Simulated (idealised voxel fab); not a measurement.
The process module that follows is named voxel quadruple lines.
FYI the section here is cut, 190 nm wide, cells are 5 nm squares.
Reading order for cross-sections: top band down to bottom band. Underlying form: a grid of square cells. Band size: one or more rows of cells.
What a band's entry tells you: where the top is and where the bottom is, as heights in nm, and after that what lies inside, material by material from left to right, each with its width in nm. Empty space is written as the word "blank", and a single material marked with the word "full width" occupies the band from edge to edge.
Where do heights start? At 0: under that level the wafer as delivered is made of one material only. And the lowest band has no floor; it just carries on downward, as in "0 down".
With a width like "30..40", each row of cells in the band differs from the next by the same amount, the top row carrying the first number and the bottom row the second.
Where the words "nothing was modified" appear for a step, the cross-section shows no cell changed by that step; every cell remained as before.
The label "Fully enclosed voids" introduces a list of the empty spaces, 8 cells or larger, that have no open way up to the top; each entry in it reads width x height at distance, where the distance is taken from the left edge and all three are stated in nm.
Step line, after settings: the simulator's comment on this step.
overlay nm: right-of-plan distance of the mask on a masked step; negative values mean left-of-plan.

-- The following list gives the planned process steps
- 1: RECEIVE,material Si
- 2: CONFORMAL_DEP,material SiO2,thk nm 10
- 3: DIRECTIONAL_DEP,material TiN,thk nm 10
- 4: DIRECTIONAL_DEP,material polySi,thk nm 10
- 5: DIRECTIONAL_DEP,material aC,thk nm 25
- 6: PATTERN,tone cover,mask id MANDREL,material resist,width nm 20,thk nm 35,overlay nm 0
- 7: DIRECTIONAL_ETCH,etch materials aC,depth nm 25
- 8: STRIP,etch materials resist
- 9: CONFORMAL_DEP,material SiO2,thk nm 10
- 10: DIRECTIONAL_ETCH,etch materials SiO2,depth nm 10
- 11: STRIP,etch materials aC
- 12: DIRECTIONAL_ETCH,etch materials polySi,depth nm 20
- 13: STRIP,etch materials SiO2
- 14: CONFORMAL_DEP,material SiN,thk nm 5
- 15: DIRECTIONAL_ETCH,etch materials SiN,depth nm 5
- 16: STRIP,etch materials polySi
- 17: DIRECTIONAL_ETCH,etch materials TiN,depth nm 10
- 18: STRIP,etch materials SiN
- 19: FILL_DEP,material SiO2,thk nm 10
- 20: CMP,height nm 20
Where the wafers of this document differ is in the thk nm of step 4; they start out the same, and the plan states the value that applied to the first wafer.

-- As-received cross-section, first of several wafers, post step 1
- 0 down = Si full width
- Fully enclosed voids: none

-- Table: wafers, a row each; end-of-module cell change per material since receipt, gain (+), loss (-); then closed voids
thk nm 10, +144 SiO2, +8 TiN, Fully enclosed voids: none
thk nm 15, +144 SiO2, +8 TiN, Fully enclosed voids: none
thk nm 20, +144 SiO2, +8 TiN, Fully enclosed voids: none
thk nm 25, +152 SiO2, Fully enclosed voids: none
thk nm 30, +152 SiO2, Fully enclosed voids: none
thk nm 35, +152 SiO2, Fully enclosed voids: none
